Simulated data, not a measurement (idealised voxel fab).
process module | voxel ribs on slabs
cross-section cut | 265 nm wide | cells 5 nm
A cross-section is a grid of square cells, given in bands from the top down. A band is one or more rows of cells.
Each band's line starts with the height of the band's top and of its bottom, in nm. Then come its materials from left to right, each with its width in nm. One material with "throughout" fills the band from edge to edge. "air" is empty space.
Height 0 is the level under which the wafer as received is all one material. The lowest band goes on downwards, as in "0 down".
A width such as "30 to 40" changes by the same amount from each row of cells to the next, from the band's top row to its bottom row.
"no change" after a step means that no cell of the cross-section changed.
closed voids: empty space of 8 cells or more with no open way to the top, each as width x height at its distance from the left edge, in nm
after a step's settings: what the simulator itself notes on the step
overlay nm, on a step with a mask: how far to the right of its planned place the mask lay; to the left if negative
plan
1 op RECEIVE | material Si
2 op DIRECTIONAL_DEP | material SiO2 | thk nm 30
3 op DIRECTIONAL_DEP | material SiN | thk nm 20
4 op PATTERN | tone cover | mask id RIB | material resist | width nm 25 | thk nm 15 | overlay nm 0
5 op DIRECTIONAL_ETCH | etch materials SiN | depth nm 5
6 op STRIP | etch materials resist
7 op PATTERN | tone cover | mask id SLAB | material resist | width nm 85 | thk nm 15 | overlay nm 0
8 op DIRECTIONAL_ETCH | etch materials SiN | depth nm 15
9 op STRIP | etch materials resist
10 op FILL_DEP | material SiO2 | thk nm 20
11 op CMP | height nm 60
12 op DIRECTIONAL_DEP | material W | thk nm 5
13 op DIRECTIONAL_DEP | material aC | thk nm 15
14 op PATTERN | tone cover | mask id HEATER | material resist | width nm 35 | thk nm 30 | overlay nm 0
15 op DIRECTIONAL_ETCH | etch materials aC | depth nm 15
16 op STRIP | etch materials resist
17 op DIRECTIONAL_ETCH | etch materials W | depth nm 5
18 op STRIP | etch materials aC
19 op CONFORMAL_DEP | material SiN | thk nm 10
first wafer, as planned
as received, after step 1
  0 down: Si throughout
  closed voids: none
after step 2
  30 to 0: SiO2 throughout
  below 0: unchanged
after step 3
  50 to 30: SiN throughout
  below 30: unchanged
after step 4
  65 to 50: air 120 | resist 25 | air 120
  below 50: unchanged
after step 5
  65 to 50: air 120 | resist 25 | air 120
  50 to 45: air 120 | SiN 25 | air 120
  below 45: unchanged
after step 6
  50 to 45: air 120 | SiN 25 | air 120
  below 45: unchanged
after step 7
  65 to 50: air 90 | resist 85 | air 90
  50 to 45: air 90 | resist 30 | SiN 25 | resist 30 | air 90
  below 45: unchanged
after step 8
  65 to 50: air 90 | resist 85 | air 90
  50 to 45: air 90 | resist 30 | SiN 25 | resist 30 | air 90
  45 to 30: air 90 | SiN 85 | air 90
  below 30: unchanged
after step 9
  50 to 45: air 120 | SiN 25 | air 120
  below 45: unchanged
after step 10
  70 to 50: SiO2 throughout
  50 to 45: SiO2 120 | SiN 25 | SiO2 120
  45 to 30: SiO2 90 | SiN 85 | SiO2 90
  below 30: unchanged
after step 11
  60 to 50: SiO2 throughout
  below 50: unchanged
after step 12
  65 to 60: W throughout
  below 60: unchanged
after step 13
  80 to 65: aC throughout
  below 65: unchanged
after step 14
  110 to 80: air 115 | resist 35 | air 115
  below 80: unchanged
after step 15
  95 to 80: air 115 | resist 35 | air 115
  80 to 65: air 115 | aC 35 | air 115
  below 65: unchanged
after step 16
  80 to 65: air 115 | aC 35 | air 115
  below 65: unchanged
after step 17
  80 to 65: air 115 | aC 35 | air 115
  65 to 60: air 115 | W 35 | air 115
  below 60: unchanged
after step 18
  65 to 60: air 115 | W 35 | air 115
  below 60: unchanged
after step 19
  75 to 70: air 105 | SiN 55 | air 105
  70 to 65: SiN throughout
  65 to 60: SiN 115 | W 35 | SiN 115
  below 60: unchanged
second wafer: like start, like plan, one mistake. Through step 13 it matches the first wafer
when step 14 should have ended
  110 to 80: air 110 | resist 35 | air 120
  below 80: unchanged
when step 15 should have ended
  95 to 80: air 110 | resist 35 | air 120
  80 to 65: air 110 | aC 35 | air 120
  below 65: unchanged
when step 16 should have ended
  80 to 65: air 110 | aC 35 | air 120
  below 65: unchanged
when step 17 should have ended
  80 to 65: air 110 | aC 35 | air 120
  65 to 60: air 110 | W 35 | air 120
  below 60: unchanged
when step 18 should have ended
  65 to 60: air 110 | W 35 | air 120
  below 60: unchanged
when step 19 should have ended
  75 to 70: air 100 | SiN 55 | air 110
  70 to 65: SiN throughout
  65 to 60: SiN 110 | W 35 | SiN 120
  below 60: unchanged
what went wrong: step 14 ran as: op PATTERN | tone cover | mask id HEATER | material resist | width nm 35 | thk nm 30 | overlay nm -5
at the end the second wafer has, in cells: as many of each material as the first, in other places
